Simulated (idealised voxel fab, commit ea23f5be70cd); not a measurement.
Process module, titled voxel quadruple lines
This is section cut - it's 290 nm across, gridded in 5 nm square cells.
If you're reading a cross-section in this doc, picture square cells in a grid; it comes to you as bands, top ones listed first down to the bottom, and a band can be one or more rows of cells. Each band's line starts with the height of the band's top and of its bottom, in nm. Then come its materials from left to right, each with its width in nm. One material with "throughout" fills the band from edge to edge. "air" is empty space. We count height from 0. Below that, the starting wafer is all one material. The lowest band never ends at the bottom but goes on down; see "z 0 and below" for how that is written. Read "30..40" as a graded width: first number on top, second number at the bottom, same change between each pair of neighbouring rows. Key: "left unchanged" - step with no changed cell in the cross-section. Under "Entrapped voids" you'll find the enclosed gaps, the ones with no way out to the top, that are 8 cells or bigger; each reads width x height at distance, with distance counted from the left edge, everything in nm. The remark found on a step's line after its settings is issued by the simulator itself and pertains to that step. overlay nm: mask offset rightward from planned place, masked step; negative means leftward offset.

## Process steps - plan
step 1: RECEIVE,material Si
step 2: CONFORMAL_DEP,material Al2O3,thk nm 5
step 3: DIRECTIONAL_DEP,material W,thk nm 10
step 4: DIRECTIONAL_DEP,material polySi,thk nm 15
step 5: DIRECTIONAL_DEP,material aC,thk nm 20
step 6: PATTERN,tone cover,mask id MANDREL,material resist,width nm 35,pitch nm 100,thk nm 30,overlay nm 0
step 7: DIRECTIONAL_ETCH,etch materials aC,depth nm 20
step 8: STRIP,etch materials resist
step 9: CONFORMAL_DEP,material SiO2,thk nm 15
step 10: DIRECTIONAL_ETCH,etch materials SiO2,depth nm 15
step 11: STRIP,etch materials aC
step 12: DIRECTIONAL_ETCH,etch materials polySi,depth nm 15
step 13: STRIP,etch materials SiO2
step 14: CONFORMAL_DEP,material SiCN,thk nm 10
step 15: DIRECTIONAL_ETCH,etch materials SiCN,depth nm 10
step 16: STRIP,etch materials polySi
step 17: DIRECTIONAL_ETCH,etch materials W,depth nm 10
step 18: STRIP,etch materials SiCN
step 19: FILL_DEP,material SiO2,thk nm 5
step 20: CMP,height nm 15

## Wafer as received: cross-section following step 1
    z 0 and below: Si throughout
    Entrapped voids: none

## Cross-sectional result after module completion. Note: starting condition and plan are unchanged from above; one processing mistake was made
    z 15 to 5: SiO2 55 nm / W 10 nm / SiO2 15 nm / W 10 nm / SiO2 15 nm / W 10 nm / SiO2 15 nm / W 10 nm / SiO2 15 nm / W 10 nm / SiO2 15 nm / W 10 nm / SiO2 15 nm / W 10 nm / SiO2 15 nm / W 10 nm / SiO2 50 nm
    z 5 to 0: Al2O3 throughout
    z 0 and below: Si throughout
    Entrapped voids: none
Diagnosis: step 6 deviated from plan and actually ran as PATTERN,tone cover,mask id MANDREL,material resist,width nm 35,pitch nm 100,thk nm 30,overlay nm 5
